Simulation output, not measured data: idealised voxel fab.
Name of the process module below: voxel transistor to metal
This is section cut - it's 250 nm across, gridded in 5 nm square cells.
The cross-sections in this document take the form of a grid made of square cells. They are written out as bands, in order from top to bottom. Each band consists of one or more rows of cells. This entry defines a band. It first specifies the height of the band's top and the height of its bottom in nm, and then specifies the band's materials from left to right, stating each material with its width in nm. The word "all across" identifies a single material that fills the band from edge to edge, while the word "air" identifies empty space. Ref level 0: as-received wafer is one material below here. Bottom band extends down with no lower bound ("from 0 down"). So if you see something like "30..40" for the width, read it as the top row of the band sitting at the first number and the bottom row at the second, with every row in between moving by the same amount as the last. The cross-section has no changed cell in any step marked "remained unchanged". The list in "Enclosed void listing" covers empty spaces of 8 cells or more that cannot reach the top through any open way, and it gives each as width x height at distance; the distance is from the left edge, and width, height and distance are in nm. Heads up: the bit after the settings on a step's line is the simulator's remark on that step. The optional step-line setting "overlay nm" applies to steps with a mask and quantifies how far to the right of its planned location the mask lay, a negative value indicating leftward placement. Read the rest as pairs. Take the cross-section before one process step, then the cross-section after it, which shows only down to the lowest band that changed. Under the pair, find the step between them and its settings. Bear in mind that pairs may come from different runs of this module on the same starting wafer: link a pair to the pair above it only where its entry headed "Prior to step" says to.

[Prior to step]
    from 0 down: Si all across
    Enclosed void listing: none

[Cross-Section After Step]
    from 5 to 0: SiO2 all across
    Everything under 0 stays put, no change at all.
    Enclosed void listing: none
Between the two cross-sections shown above, the process step is CONFORMAL_DEP [material SiO2] [thk nm 5]

Prior to step: we pick up right where the pair above leaves off, with its after cross-section.

[Cross-Section After Step]
    from 20 to 5: SiN all across
    Everything under 5 stays put, no change at all.
    Enclosed void listing: none
Between the two cross-sections shown above, the process step is CONFORMAL_DEP [material SiN] [thk nm 15]

Prior to step: we pick up right where the pair above leaves off, with its after cross-section.

[Cross-Section After Step]
    from 20 to 5: 25 nm air, 85 nm SiN, 30 nm air, 85 nm SiN, 25 nm air
    Everything under 5 stays put, no change at all.
    Enclosed void listing: none
Between the two cross-sections shown above, the process step is MASKED_ETCH [tone cover] [mask id ACTIVE] [width nm 85] [pitch nm 115] [etch materials SiN] [depth nm 15] [overlay nm 0]

Prior to step: we pick up right where the pair above leaves off, with its after cross-section.

[Cross-Section After Step]
    from 20 to 5: 25 nm air, 85 nm SiN, 30 nm air, 85 nm SiN, 25 nm air
    from 5 to 0: 25 nm air, 85 nm SiO2, 30 nm air, 85 nm SiO2, 25 nm air
    Everything under 0 stays put, no change at all.
    Enclosed void listing: none
Between the two cross-sections shown above, the process step is MASKED_ETCH [tone cover] [mask id ACTIVE] [width nm 85] [pitch nm 115] [etch materials SiO2] [depth nm 5] [overlay nm 0]

Prior to step: we pick up right where the pair above leaves off, with its after cross-section.

[Cross-Section After Step]
    from 20 to 5: 25 nm air, 85 nm SiN, 30 nm air, 85 nm SiN, 25 nm air
    from 5 to 0: 25 nm air, 85 nm SiO2, 30 nm air, 85 nm SiO2, 25 nm air
    from 0 to -20: 25 nm air, 85 nm Si, 30 nm air, 85 nm Si, 25 nm air
    Everything under -20 stays put, no change at all.
    Enclosed void listing: none
Between the two cross-sections shown above, the process step is MASKED_ETCH [tone cover] [mask id ACTIVE] [width nm 85] [pitch nm 115] [etch materials Si] [depth nm 20] [overlay nm 0]

Prior to step: we pick up right where the pair above leaves off, with its after cross-section.

[Cross-Section After Step]
    from 20 to 5: 25 nm air, 85 nm SiN, 30 nm air, 85 nm SiN, 25 nm air
    from 5 to 0: 25 nm air, 85 nm SiO2, 30 nm air, 85 nm SiO2, 25 nm air
    from 0 to -20: 25 nm air, 5 nm SiO2, 75 nm Si, 5 nm SiO2, 30 nm air, 5 nm SiO2, 75 nm Si, 5 nm SiO2, 25 nm air
    from -20 to -25: 30 nm SiO2, 75 nm Si, 40 nm SiO2, 75 nm Si, 30 nm SiO2
    Everything under -25 stays put, no change at all.
    Enclosed void listing: none
Between the two cross-sections shown above, the process step is OXIDIZE [depth nm 5]

Prior to step: we pick up right where the pair above leaves off, with its after cross-section.

[Cross-Section After Step]
    from 25 to 20: SiO2 all across
    from 20 to 5: 25 nm SiO2, 85 nm SiN, 30 nm SiO2, 85 nm SiN, 25 nm SiO2
    from 5 to 0: SiO2 all across
    from 0 to -25: 30 nm SiO2, 75 nm Si, 40 nm SiO2, 75 nm Si, 30 nm SiO2
    Everything under -25 stays put, no change at all.
    Enclosed void listing: none
Between the two cross-sections shown above, the process step is FILL_DEP [material SiO2] [thk nm 5]

Prior to step: we pick up right where the pair above leaves off, with its after cross-section.

[Cross-Section After Step]
    from 20 to 5: 25 nm SiO2, 85 nm SiN, 30 nm SiO2, 85 nm SiN, 25 nm SiO2
    Everything under 5 stays put, no change at all.
    Enclosed void listing: none
Between the two cross-sections shown above, the process step is CMP [height nm 20]

Prior to step: we pick up right where the pair above leaves off, with its after cross-section.

[Cross-Section After Step]
    from 20 to 5: 25 nm air, 85 nm SiN, 30 nm air, 85 nm SiN, 25 nm air
    Everything under 5 stays put, no change at all.
    Enclosed void listing: none
Between the two cross-sections shown above, the process step is SELECTIVE_ETCH [etch materials SiO2] [depth nm 15]

Prior to step: we pick up right where the pair above leaves off, with its after cross-section.

[Cross-Section After Step]
    from 5 to 0: SiO2 all across
    Everything under 0 stays put, no change at all.
    Enclosed void listing: none
Between the two cross-sections shown above, the process step is STRIP [etch materials SiN]

Prior to step: we pick up right where the pair above leaves off, with its after cross-section.

[Cross-Section After Step]
    from 0 to -25: 30 nm SiO2, 75 nm Si, 40 nm SiO2, 75 nm Si, 30 nm SiO2
    Everything under -25 stays put, no change at all.
    Enclosed void listing: none
Between the two cross-sections shown above, the process step is SELECTIVE_ETCH [etch materials SiO2] [depth nm 5]

Prior to step: we pick up right where the pair above leaves off, with its after cross-section.

[Cross-Section After Step]
    from 0 to -5: SiO2 all across
    Everything under -5 stays put, no change at all.
    Enclosed void listing: none
Between the two cross-sections shown above, the process step is OXIDIZE [depth nm 5]

Prior to step: we pick up right where the pair above leaves off, with its after cross-section.

[Cross-Section After Step]
    from 30 to 0: polySi all across
    Everything under 0 stays put, no change at all.
    Enclosed void listing: none
Between the two cross-sections shown above, the process step is DIRECTIONAL_DEP [material polySi] [thk nm 30]

Prior to step: we pick up right where the pair above leaves off, with its after cross-section.

[Cross-Section After Step]
    from 45 to 30: SiCN all across
    Everything under 30 stays put, no change at all.
    Enclosed void listing: none
Between the two cross-sections shown above, the process step is DIRECTIONAL_DEP [material SiCN] [thk nm 15]

Prior to step: we pick up right where the pair above leaves off, with its after cross-section.

[Cross-Section After Step]
    from 65 to 45: 60 nm air, 15 nm resist, 100 nm air, 15 nm resist, 60 nm air
    Everything under 45 stays put, no change at all.
    Enclosed void listing: none
Between the two cross-sections shown above, the process step is PATTERN [tone cover] [mask id GATE] [material resist] [width nm 15] [pitch nm 115] [thk nm 20] [overlay nm 0]

Prior to step: we pick up right where the pair above leaves off, with its after cross-section.

[Cross-Section After Step]
    from 65 to 45: 60 nm air, 15 nm resist, 100 nm air, 15 nm resist, 60 nm air
    from 45 to 30: 60 nm air, 15 nm SiCN, 100 nm air, 15 nm SiCN, 60 nm air
    Everything under 30 stays put, no change at all.
    Enclosed void listing: none
Between the two cross-sections shown above, the process step is DIRECTIONAL_ETCH [etch materials SiCN] [depth nm 25]

Prior to step: we pick up right where the pair above leaves off, with its after cross-section.

[Cross-Section After Step]
    from 65 to 45: 60 nm air, 15 nm resist, 100 nm air, 15 nm resist, 60 nm air
    from 45 to 30: 60 nm air, 15 nm SiCN, 100 nm air, 15 nm SiCN, 60 nm air
    from 30 to 0: 60 nm air, 15 nm polySi, 100 nm air, 15 nm polySi, 60 nm air
    Everything under 0 stays put, no change at all.
    Enclosed void listing: none
Between the two cross-sections shown above, the process step is DIRECTIONAL_ETCH [etch materials polySi] [depth nm 40]

Prior to step: we pick up right where the pair above leaves off, with its after cross-section.

[Cross-Section After Step]
    from 45 to 30: 60 nm air, 15 nm SiCN, 100 nm air, 15 nm SiCN, 60 nm air
    Everything under 30 stays put, no change at all.
    Enclosed void listing: none
Between the two cross-sections shown above, the process step is STRIP [etch materials resist]

Prior to step: we pick up right where the pair above leaves off, with its after cross-section.

[Cross-Section After Step]
    from 50 to 45: 55 nm air, 25 nm SiN, 90 nm air, 25 nm SiN, 55 nm air
    from 45 to 30: 55 nm air, 5 nm SiN, 15 nm SiCN, 5 nm SiN, 90 nm air, 5 nm SiN, 15 nm SiCN, 5 nm SiN, 55 nm air
    from 30 to 5: 55 nm air, 5 nm SiN, 15 nm polySi, 5 nm SiN, 90 nm air, 5 nm SiN, 15 nm polySi, 5 nm SiN, 55 nm air
    from 5 to 0: 60 nm SiN, 15 nm polySi, 100 nm SiN, 15 nm polySi, 60 nm SiN
    Everything under 0 stays put, no change at all.
    Enclosed void listing: none
Between the two cross-sections shown above, the process step is CONFORMAL_DEP [material SiN] [thk nm 5]

Prior to step: we pick up right where the pair above leaves off, with its after cross-section.

[Cross-Section After Step]
    from 45 to 30: 55 nm air, 5 nm SiN, 15 nm SiCN, 5 nm SiN, 90 nm air, 5 nm SiN, 15 nm SiCN, 5 nm SiN, 55 nm air
    from 30 to 0: 55 nm air, 5 nm SiN, 15 nm polySi, 5 nm SiN, 90 nm air, 5 nm SiN, 15 nm polySi, 5 nm SiN, 55 nm air
    Everything under 0 stays put, no change at all.
    Enclosed void listing: none
Between the two cross-sections shown above, the process step is DIRECTIONAL_ETCH [etch materials SiN] [depth nm 5]

Prior to step: we pick up right where the pair above leaves off, with its after cross-section.

[Cross-Section After Step]
    from 45 to 30: 55 nm air, 5 nm SiN, 15 nm SiCN, 5 nm SiN, 90 nm air, 5 nm SiN, 15 nm SiCN, 5 nm SiN, 55 nm air
    from 30 to 0: 55 nm air, 5 nm SiN, 15 nm polySi, 5 nm SiN, 90 nm air, 5 nm SiN, 15 nm polySi, 5 nm SiN, 55 nm air
    from 0 to -5: 55 nm air, 25 nm SiO2, 90 nm air, 25 nm SiO2, 55 nm air
    Everything under -5 stays put, no change at all.
    Enclosed void listing: none
Between the two cross-sections shown above, the process step is DIRECTIONAL_ETCH [etch materials SiO2] [depth nm 5]

Prior to step: we pick up right where the pair above leaves off, with its after cross-section.

[Cross-Section After Step]
    from 45 to 30: 55 nm air, 5 nm SiN, 15 nm SiCN, 5 nm SiN, 90 nm air, 5 nm SiN, 15 nm SiCN, 5 nm SiN, 55 nm air
    from 30 to 0: 55 nm air, 5 nm SiN, 15 nm polySi, 5 nm SiN, 90 nm air, 5 nm SiN, 15 nm polySi, 5 nm SiN, 55 nm air
    from 0 to -5: 55 nm air, 25 nm SiO2, 90 nm air, 25 nm SiO2, 55 nm air
    from -5 to -15: 30 nm SiO2, 25 nm air, 25 nm Si, 25 nm air, 40 nm SiO2, 25 nm air, 25 nm Si, 25 nm air, 30 nm SiO2
    Everything under -15 stays put, no change at all.
    Enclosed void listing: none
Between the two cross-sections shown above, the process step is DIRECTIONAL_ETCH [etch materials Si] [depth nm 10]

Prior to step: we pick up right where the pair above leaves off, with its after cross-section.

[Cross-Section After Step]
    from 45 to 30: 55 nm air, 5 nm SiN, 15 nm SiCN, 5 nm SiN, 90 nm air, 5 nm SiN, 15 nm SiCN, 5 nm SiN, 55 nm air
    from 30 to 5: 55 nm air, 5 nm SiN, 15 nm polySi, 5 nm SiN, 90 nm air, 5 nm SiN, 15 nm polySi, 5 nm SiN, 55 nm air
    from 5 to 0: 45 nm air, 10 nm nSi, 5 nm SiN, 15 nm polySi, 5 nm SiN, 10 nm nSi, 70 nm air, 10 nm nSi, 5 nm SiN, 15 nm polySi, 5 nm SiN, 10 nm nSi, 45 nm air
    from 0 to -5: 45 nm air, 10 nm nSi, 25 nm SiO2, 10 nm nSi, 70 nm air, 10 nm nSi, 25 nm SiO2, 10 nm nSi, 45 nm air
    from -5 to -15: 30 nm SiO2, 25 nm nSi, 25 nm Si, 25 nm nSi, 40 nm SiO2, 25 nm nSi, 25 nm Si, 25 nm nSi, 30 nm SiO2
    Everything under -15 stays put, no change at all.
    Enclosed void listing: none
Between the two cross-sections shown above, the process step is EPI [material nSi] [thk nm 10]

Prior to step: we pick up right where the pair above leaves off, with its after cross-section.

[Cross-Section After Step]
    from 55 to 45: SiO2 all across
    from 45 to 30: 55 nm SiO2, 5 nm SiN, 15 nm SiCN, 5 nm SiN, 90 nm SiO2, 5 nm SiN, 15 nm SiCN, 5 nm SiN, 55 nm SiO2
    from 30 to 5: 55 nm SiO2, 5 nm SiN, 15 nm polySi, 5 nm SiN, 90 nm SiO2, 5 nm SiN, 15 nm polySi, 5 nm SiN, 55 nm SiO2
    from 5 to 0: 45 nm SiO2, 10 nm nSi, 5 nm SiN, 15 nm polySi, 5 nm SiN, 10 nm nSi, 70 nm SiO2, 10 nm nSi, 5 nm SiN, 15 nm polySi, 5 nm SiN, 10 nm nSi, 45 nm SiO2
    from 0 to -5: 45 nm SiO2, 10 nm nSi, 25 nm SiO2, 10 nm nSi, 70 nm SiO2, 10 nm nSi, 25 nm SiO2, 10 nm nSi, 45 nm SiO2
    Everything under -5 stays put, no change at all.
    Enclosed void listing: none
Between the two cross-sections shown above, the process step is FILL_DEP [material SiO2] [thk nm 10]

Prior to step: we pick up right where the pair above leaves off, with its after cross-section.

[Cross-Section After Step]
    from 45 to 30: 55 nm SiO2, 5 nm SiN, 15 nm SiCN, 5 nm SiN, 90 nm SiO2, 5 nm SiN, 15 nm SiCN, 5 nm SiN, 55 nm SiO2
    Everything under 30 stays put, no change at all.
    Enclosed void listing: none
Between the two cross-sections shown above, the process step is CMP [height nm 45]

Prior to step: we pick up right where the pair above leaves off, with its after cross-section.

[Cross-Section After Step]
    from 60 to 45: SiO2 all across
    Everything under 45 stays put, no change at all.
    Enclosed void listing: none
Between the two cross-sections shown above, the process step is DIRECTIONAL_DEP [material SiO2] [thk nm 15]

Prior to step: we pick up right where the pair above leaves off, with its after cross-section.

[Cross-Section After Step]
    from 75 to 60: 30 nm resist, 15 nm air, 45 nm resist, 15 nm air, 40 nm resist, 15 nm air, 45 nm resist, 15 nm air, 30 nm resist
    Everything under 60 stays put, no change at all.
    Enclosed void listing: none
Between the two cross-sections shown above, the process step is PATTERN [tone open] [mask id CONTACT] [material resist] [width nm 15] [thk nm 15] [overlay nm 0]

Prior to step: we pick up right where the pair above leaves off, with its after cross-section.

[Cross-Section After Step]
    from 75 to 60: 30 nm resist, 15 nm air, 45 nm resist, 15 nm air, 40 nm resist, 15 nm air, 45 nm resist, 15 nm air, 30 nm resist
    from 60 to 45: 30 nm SiO2, 15 nm air, 45 nm SiO2, 15 nm air, 40 nm SiO2, 15 nm air, 45 nm SiO2, 15 nm air, 30 nm SiO2
    from 45 to 30: 30 nm SiO2, 15 nm air, 10 nm SiO2, 5 nm SiN, 15 nm SiCN, 5 nm SiN, 10 nm SiO2, 15 nm air, 40 nm SiO2, 15 nm air, 10 nm SiO2, 5 nm SiN, 15 nm SiCN, 5 nm SiN, 10 nm SiO2, 15 nm air, 30 nm SiO2
    from 30 to 5: 30 nm SiO2, 15 nm air, 10 nm SiO2, 5 nm SiN, 15 nm polySi, 5 nm SiN, 10 nm SiO2, 15 nm air, 40 nm SiO2, 15 nm air, 10 nm SiO2, 5 nm SiN, 15 nm polySi, 5 nm SiN, 10 nm SiO2, 15 nm air, 30 nm SiO2
    from 5 to 0: 30 nm SiO2, 15 nm air, 10 nm nSi, 5 nm SiN, 15 nm polySi, 5 nm SiN, 10 nm nSi, 15 nm air, 40 nm SiO2, 15 nm air, 10 nm nSi, 5 nm SiN, 15 nm polySi, 5 nm SiN, 10 nm nSi, 15 nm air, 30 nm SiO2
    from 0 to -5: 30 nm SiO2, 15 nm air, 10 nm nSi, 25 nm SiO2, 10 nm nSi, 15 nm air, 40 nm SiO2, 15 nm air, 10 nm nSi, 25 nm SiO2, 10 nm nSi, 15 nm air, 30 nm SiO2
    Everything under -5 stays put, no change at all.
    Enclosed void listing: none
Between the two cross-sections shown above, the process step is DIRECTIONAL_ETCH [etch materials SiO2] [depth nm 65]

Prior to step: we pick up right where the pair above leaves off, with its after cross-section.

[Cross-Section After Step]
    from 60 to 45: 30 nm SiO2, 15 nm air, 45 nm SiO2, 15 nm air, 40 nm SiO2, 15 nm air, 45 nm SiO2, 15 nm air, 30 nm SiO2
    Everything under 45 stays put, no change at all.
    Enclosed void listing: none
Between the two cross-sections shown above, the process step is STRIP [etch materials resist]

Prior to step: we pick up right where the pair above leaves off, with its after cross-section.

[Cross-Section After Step]
    from 65 to 60: 35 nm TiN, 5 nm air, 55 nm TiN, 5 nm air, 50 nm TiN, 5 nm air, 55 nm TiN, 5 nm air, 35 nm TiN
    from 60 to 45: 30 nm SiO2, 5 nm TiN, 5 nm air, 5 nm TiN, 45 nm SiO2, 5 nm TiN, 5 nm air, 5 nm TiN, 40 nm SiO2, 5 nm TiN, 5 nm air, 5 nm TiN, 45 nm SiO2, 5 nm TiN, 5 nm air, 5 nm TiN, 30 nm SiO2
    from 45 to 30: 30 nm SiO2, 5 nm TiN, 5 nm air, 5 nm TiN, 10 nm SiO2, 5 nm SiN, 15 nm SiCN, 5 nm SiN, 10 nm SiO2, 5 nm TiN, 5 nm air, 5 nm TiN, 40 nm SiO2, 5 nm TiN, 5 nm air, 5 nm TiN, 10 nm SiO2, 5 nm SiN, 15 nm SiCN, 5 nm SiN, 10 nm SiO2, 5 nm TiN, 5 nm air, 5 nm TiN, 30 nm SiO2
    from 30 to 5: 30 nm SiO2, 5 nm TiN, 5 nm air, 5 nm TiN, 10 nm SiO2, 5 nm SiN, 15 nm polySi, 5 nm SiN, 10 nm SiO2, 5 nm TiN, 5 nm air, 5 nm TiN, 40 nm SiO2, 5 nm TiN, 5 nm air, 5 nm TiN, 10 nm SiO2, 5 nm SiN, 15 nm polySi, 5 nm SiN, 10 nm SiO2, 5 nm TiN, 5 nm air, 5 nm TiN, 30 nm SiO2
    from 5 to 0: 30 nm SiO2, 5 nm TiN, 5 nm air, 5 nm TiN, 10 nm nSi, 5 nm SiN, 15 nm polySi, 5 nm SiN, 10 nm nSi, 5 nm TiN, 5 nm air, 5 nm TiN, 40 nm SiO2, 5 nm TiN, 5 nm air, 5 nm TiN, 10 nm nSi, 5 nm SiN, 15 nm polySi, 5 nm SiN, 10 nm nSi, 5 nm TiN, 5 nm air, 5 nm TiN, 30 nm SiO2
    from 0 to -5: 30 nm SiO2, 15 nm TiN, 10 nm nSi, 25 nm SiO2, 10 nm nSi, 15 nm TiN, 40 nm SiO2, 15 nm TiN, 10 nm nSi, 25 nm SiO2, 10 nm nSi, 15 nm TiN, 30 nm SiO2
    Everything under -5 stays put, no change at all.
    Enclosed void listing: none
Between the two cross-sections shown above, the process step is CONFORMAL_DEP [material TiN] [thk nm 5]

Prior to step: we pick up right where the pair above leaves off, with its after cross-section.

[Cross-Section After Step]
    from 70 to 65: W all across
    from 65 to 60: 35 nm TiN, 5 nm W, 55 nm TiN, 5 nm W, 50 nm TiN, 5 nm W, 55 nm TiN, 5 nm W, 35 nm TiN
    from 60 to 45: 30 nm SiO2, 5 nm TiN, 5 nm W, 5 nm TiN, 45 nm SiO2, 5 nm TiN, 5 nm W, 5 nm TiN, 40 nm SiO2, 5 nm TiN, 5 nm W, 5 nm TiN, 45 nm SiO2, 5 nm TiN, 5 nm W, 5 nm TiN, 30 nm SiO2
    from 45 to 30: 30 nm SiO2, 5 nm TiN, 5 nm W, 5 nm TiN, 10 nm SiO2, 5 nm SiN, 15 nm SiCN, 5 nm SiN, 10 nm SiO2, 5 nm TiN, 5 nm W, 5 nm TiN, 40 nm SiO2, 5 nm TiN, 5 nm W, 5 nm TiN, 10 nm SiO2, 5 nm SiN, 15 nm SiCN, 5 nm SiN, 10 nm SiO2, 5 nm TiN, 5 nm W, 5 nm TiN, 30 nm SiO2
    from 30 to 5: 30 nm SiO2, 5 nm TiN, 5 nm W, 5 nm TiN, 10 nm SiO2, 5 nm SiN, 15 nm polySi, 5 nm SiN, 10 nm SiO2, 5 nm TiN, 5 nm W, 5 nm TiN, 40 nm SiO2, 5 nm TiN, 5 nm W, 5 nm TiN, 10 nm SiO2, 5 nm SiN, 15 nm polySi, 5 nm SiN, 10 nm SiO2, 5 nm TiN, 5 nm W, 5 nm TiN, 30 nm SiO2
    from 5 to 0: 30 nm SiO2, 5 nm TiN, 5 nm W, 5 nm TiN, 10 nm nSi, 5 nm SiN, 15 nm polySi, 5 nm SiN, 10 nm nSi, 5 nm TiN, 5 nm W, 5 nm TiN, 40 nm SiO2, 5 nm TiN, 5 nm W, 5 nm TiN, 10 nm nSi, 5 nm SiN, 15 nm polySi, 5 nm SiN, 10 nm nSi, 5 nm TiN, 5 nm W, 5 nm TiN, 30 nm SiO2
    Everything under 0 stays put, no change at all.
    Enclosed void listing: none
Between the two cross-sections shown above, the process step is FILL_DEP [material W] [thk nm 5]

Prior to step: we pick up right where the pair above leaves off, with its after cross-section.

[Cross-Section After Step]
    from 60 to 45: 30 nm SiO2, 5 nm TiN, 5 nm W, 5 nm TiN, 45 nm SiO2, 5 nm TiN, 5 nm W, 5 nm TiN, 40 nm SiO2, 5 nm TiN, 5 nm W, 5 nm TiN, 45 nm SiO2, 5 nm TiN, 5 nm W, 5 nm TiN, 30 nm SiO2
    Everything under 45 stays put, no change at all.
    Enclosed void listing: none
Between the two cross-sections shown above, the process step is CMP [height nm 60]

Prior to step: we pick up right where the pair above leaves off, with its after cross-section.

[Cross-Section After Step]
    from 65 to 60: TiN all across
    Everything under 60 stays put, no change at all.
    Enclosed void listing: none
Between the two cross-sections shown above, the process step is DIRECTIONAL_DEP [material TiN] [thk nm 5]

Prior to step: we pick up right where the pair above leaves off, with its after cross-section.

[Cross-Section After Step]
    from 80 to 65: W all across
    Everything under 65 stays put, no change at all.
    Enclosed void listing: none
Between the two cross-sections shown above, the process step is DIRECTIONAL_DEP [material W] [thk nm 15]

Prior to step: we pick up right where the pair above leaves off, with its after cross-section.

[Cross-Section After Step]
    from 90 to 80: aC all across
    Everything under 80 stays put, no change at all.
    Enclosed void listing: none
Between the two cross-sections shown above, the process step is DIRECTIONAL_DEP [material aC] [thk nm 10]

Prior to step: we pick up right where the pair above leaves off, with its after cross-section.

[Cross-Section After Step]
    from 115 to 90: 30 nm air, 15 nm resist, 45 nm air, 15 nm resist, 40 nm air, 15 nm resist, 45 nm air, 15 nm resist, 30 nm air
    Everything under 90 stays put, no change at all.
    Enclosed void listing: none
Between the two cross-sections shown above, the process step is PATTERN [tone cover] [mask id METAL_1] [material resist] [width nm 15] [thk nm 25] [overlay nm 0]

Prior to step: we pick up right where the pair above leaves off, with its after cross-section.

[Cross-Section After Step]
    from 105 to 90: 30 nm air, 15 nm resist, 45 nm air, 15 nm resist, 40 nm air, 15 nm resist, 45 nm air, 15 nm resist, 30 nm air
    from 90 to 80: 30 nm air, 15 nm aC, 45 nm air, 15 nm aC, 40 nm air, 15 nm aC, 45 nm air, 15 nm aC, 30 nm air
    Everything under 80 stays put, no change at all.
    Enclosed void listing: none
Between the two cross-sections shown above, the process step is DIRECTIONAL_ETCH [etch materials aC] [depth nm 10]

Prior to step: we pick up right where the pair above leaves off, with its after cross-section.

[Cross-Section After Step]
    from 90 to 80: 30 nm air, 15 nm aC, 45 nm air, 15 nm aC, 40 nm air, 15 nm aC, 45 nm air, 15 nm aC, 30 nm air
    Everything under 80 stays put, no change at all.
    Enclosed void listing: none
Between the two cross-sections shown above, the process step is STRIP [etch materials resist]

Prior to step: we pick up right where the pair above leaves off, with its after cross-section.

[Cross-Section After Step]
    from 90 to 80: 30 nm air, 15 nm aC, 45 nm air, 15 nm aC, 40 nm air, 15 nm aC, 45 nm air, 15 nm aC, 30 nm air
    from 80 to 65: 30 nm air, 15 nm W, 45 nm air, 15 nm W, 40 nm air, 15 nm W, 45 nm air, 15 nm W, 30 nm air
    Everything under 65 stays put, no change at all.
    Enclosed void listing: none
Between the two cross-sections shown above, the process step is DIRECTIONAL_ETCH [etch materials W] [depth nm 15]

Prior to step: we pick up right where the pair above leaves off, with its after cross-section.

[Cross-Section After Step]
    from 90 to 80: 30 nm air, 15 nm aC, 45 nm air, 15 nm aC, 40 nm air, 15 nm aC, 45 nm air, 15 nm aC, 30 nm air
    from 80 to 65: 30 nm air, 15 nm W, 45 nm air, 15 nm W, 40 nm air, 15 nm W, 45 nm air, 15 nm W, 30 nm air
    from 65 to 60: 30 nm air, 15 nm TiN, 45 nm air, 15 nm TiN, 40 nm air, 15 nm TiN, 45 nm air, 15 nm TiN, 30 nm air
    Everything under 60 stays put, no change at all.
    Enclosed void listing: none
Between the two cross-sections shown above, the process step is DIRECTIONAL_ETCH [etch materials TiN] [depth nm 5]

Prior to step: we pick up right where the pair above leaves off, with its after cross-section.

[Cross-Section After Step]
    from 80 to 65: 30 nm air, 15 nm W, 45 nm air, 15 nm W, 40 nm air, 15 nm W, 45 nm air, 15 nm W, 30 nm air
    Everything under 65 stays put, no change at all.
    Enclosed void listing: none
Between the two cross-sections shown above, the process step is STRIP [etch materials aC]

Prior to step: we pick up right where the pair above leaves off, with its after cross-section.

[Cross-Section After Step]
    from 85 to 80: 25 nm air, 25 nm SiCN, 35 nm air, 25 nm SiCN, 30 nm air, 25 nm SiCN, 35 nm air, 25 nm SiCN, 25 nm air
    from 80 to 65: 25 nm air, 5 nm SiCN, 15 nm W, 5 nm SiCN, 35 nm air, 5 nm SiCN, 15 nm W, 5 nm SiCN, 30 nm air, 5 nm SiCN, 15 nm W, 5 nm SiCN, 35 nm air, 5 nm SiCN, 15 nm W, 5 nm SiCN, 25 nm air
    from 65 to 60: 30 nm SiCN, 15 nm TiN, 45 nm SiCN, 15 nm TiN, 40 nm SiCN, 15 nm TiN, 45 nm SiCN, 15 nm TiN, 30 nm SiCN
    Everything under 60 stays put, no change at all.
    Enclosed void listing: none
Between the two cross-sections shown above, the process step is CONFORMAL_DEP [material SiCN] [thk nm 5]

Prior to step: we pick up right where the pair above leaves off, with its after cross-section.

[Cross-Section After Step]
    from 95 to 85: lowk all across
    from 85 to 80: 25 nm lowk, 25 nm SiCN, 35 nm lowk, 25 nm SiCN, 30 nm lowk, 25 nm SiCN, 35 nm lowk, 25 nm SiCN, 25 nm lowk
    from 80 to 65: 25 nm lowk, 5 nm SiCN, 15 nm W, 5 nm SiCN, 35 nm lowk, 5 nm SiCN, 15 nm W, 5 nm SiCN, 30 nm lowk, 5 nm SiCN, 15 nm W, 5 nm SiCN, 35 nm lowk, 5 nm SiCN, 15 nm W, 5 nm SiCN, 25 nm lowk
    Everything under 65 stays put, no change at all.
    Enclosed void listing: none
Between the two cross-sections shown above, the process step is FILL_DEP [material lowk] [thk nm 10]

Prior to step: we pick up right where the pair above leaves off, with its after cross-section.

[Cross-Section After Step]
    from 80 to 65: 25 nm lowk, 5 nm SiCN, 15 nm W, 5 nm SiCN, 35 nm lowk, 5 nm SiCN, 15 nm W, 5 nm SiCN, 30 nm lowk, 5 nm SiCN, 15 nm W, 5 nm SiCN, 35 nm lowk, 5 nm SiCN, 15 nm W, 5 nm SiCN, 25 nm lowk
    Everything under 65 stays put, no change at all.
    Enclosed void listing: none
Between the two cross-sections shown above, the process step is CMP [height nm 80]

Prior to step: we pick up right where the pair above leaves off, with its after cross-section.

[Cross-Section After Step]
    from 85 to 80: SiCN all across
    Everything under 80 stays put, no change at all.
    Enclosed void listing: none
Between the two cross-sections shown above, the process step is CONFORMAL_DEP [material SiCN] [thk nm 5]

[Prior to step]
    from 0 down: Si all across
    Enclosed void listing: none

[Cross-Section After Step]
    from 15 to 0: SiN all across
    Everything under 0 stays put, no change at all.
    Enclosed void listing: none
Between the two cross-sections shown above, the process step is CONFORMAL_DEP [material SiN] [thk nm 15]

Prior to step: we pick up right where the pair above leaves off, with its after cross-section.

[Cross-Section After Step]
    from 15 to 0: 25 nm air, 85 nm SiN, 30 nm air, 85 nm SiN, 25 nm air
    Everything under 0 stays put, no change at all.
    Enclosed void listing: none
Between the two cross-sections shown above, the process step is MASKED_ETCH [tone cover] [mask id ACTIVE] [width nm 85] [pitch nm 115] [etch materials SiN] [depth nm 15] [overlay nm 0]

Prior to step: we pick up right where the pair above leaves off, with its after cross-section.

[Cross-Section After Step]
    from 15 to 0: 25 nm air, 85 nm SiN, 30 nm air, 85 nm SiN, 25 nm air
    from 0 to -20: 25 nm air, 85 nm Si, 30 nm air, 85 nm Si, 25 nm air
    Everything under -20 stays put, no change at all.
    Enclosed void listing: none
Between the two cross-sections shown above, the process step is MASKED_ETCH [tone cover] [mask id ACTIVE] [width nm 85] [pitch nm 115] [etch materials Si] [depth nm 20] [overlay nm 0]

Prior to step: we pick up right where the pair above leaves off, with its after cross-section.

[Cross-Section After Step]
    from 15 to 0: 25 nm air, 85 nm SiN, 30 nm air, 85 nm SiN, 25 nm air
    from 0 to -20: 25 nm air, 5 nm SiO2, 75 nm Si, 5 nm SiO2, 30 nm air, 5 nm SiO2, 75 nm Si, 5 nm SiO2, 25 nm air
    from -20 to -25: 30 nm SiO2, 75 nm Si, 40 nm SiO2, 75 nm Si, 30 nm SiO2
    Everything under -25 stays put, no change at all.
    Enclosed void listing: none
Between the two cross-sections shown above, the process step is OXIDIZE [depth nm 5]

Prior to step: we pick up right where the pair above leaves off, with its after cross-section.

[Cross-Section After Step]
    from 20 to 15: SiO2 all across
    from 15 to 0: 25 nm SiO2, 85 nm SiN, 30 nm SiO2, 85 nm SiN, 25 nm SiO2
    from 0 to -25: 30 nm SiO2, 75 nm Si, 40 nm SiO2, 75 nm Si, 30 nm SiO2
    Everything under -25 stays put, no change at all.
    Enclosed void listing: none
Between the two cross-sections shown above, the process step is FILL_DEP [material SiO2] [thk nm 5]

Prior to step: we pick up right where the pair above leaves off, with its after cross-section.

[Cross-Section After Step]
    from 15 to 5: 25 nm air, 85 nm SiN, 30 nm air, 85 nm SiN, 25 nm air
    Everything under 5 stays put, no change at all.
    Enclosed void listing: none
Between the two cross-sections shown above, the process step is SELECTIVE_ETCH [etch materials SiO2] [depth nm 15]
